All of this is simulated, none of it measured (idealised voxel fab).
Proc. module: voxel released beams
Displayed cross-section: cut, width of 180 nm, square cells sized 5 nm.
When this document writes out a cross-section, it uses a grid of square cells and lists it as bands, beginning at the top and moving down, with a band standing for one or more rows of cells.
Each band's line starts with the height of the band's top and of its bottom, in nm. Then come its materials from left to right, each with its width in nm. One material with "edge to edge" fills the band from edge to edge. "air" is empty space.
Beneath 0, the wafer as received is one material, and that level is where height counting begins. The lowest band goes on downward without a bottom; it is written like "0 down".
Think of "30->40" as a width that walks from the first number to the second as you go down the band, top row to bottom row, taking equal-sized steps from row to row.
Basically "remained the same" means that step didn't change any cell in the cross-section.
The label "Fully closed voids" introduces a list of the empty spaces, 8 cells or larger, that have no open way up to the top; each entry in it reads width x height at distance, where the distance is taken from the left edge and all three are stated in nm.
It should be noted that, on the line of a given step, the content following the step's settings is a remark produced by the simulator itself with respect to that step.
When a step includes a mask, the "overlay nm" setting on its line states how far to the right of its planned place that mask lay, and negative values state how far to the left.

## Planned process steps
1. RECEIVE: material Si
2. CONFORMAL_DEP: material Al2O3, thk nm 10
3. DIRECTIONAL_DEP: material SiO2, thk nm 10
4. PATTERN: tone open, mask id ANCHOR, material resist, width nm 30, thk nm 15, overlay nm 0
5. DIRECTIONAL_ETCH: etch materials SiO2, depth nm 10
6. STRIP: etch materials resist
7. CONFORMAL_DEP: material SiN, thk nm 10
8. PATTERN: tone cover, mask id BEAM, material resist, width nm 100, thk nm 20, overlay nm 0
9. DIRECTIONAL_ETCH: etch materials SiN, depth nm 10
10. STRIP: etch materials resist
11. STRIP: etch materials SiO2

## As-received state of the wafer in cross-section, equivalent to post-step 1
	0 down = Si edge to edge
	Fully closed voids: none

## The first of two wafers, cross-sectioned at the end of the module, with the run proceeding as planned
	30 to 20 = air 35, SiN 15, air 10, SiN 75, air 45
	20 to 10 = air 40, SiN 30, air 110
	10 to 0 = Al2O3 edge to edge
	0 down = Si edge to edge
	Fully closed voids: none

## Cross-sectional view: second of two wafers, end of module; start and plan identical to the first, one mistake in running
	10 to 0 = air 35, SiN 100, air 45
	0 down = Si edge to edge
	Fully closed voids: none
The plan and the run diverged here: step 6: run off-plan, actual operation and settings STRIP: etch materials Al2O3
at the end the second wafer has, in cells: Al2O3: 72 fewer | SiN: 8 fewer
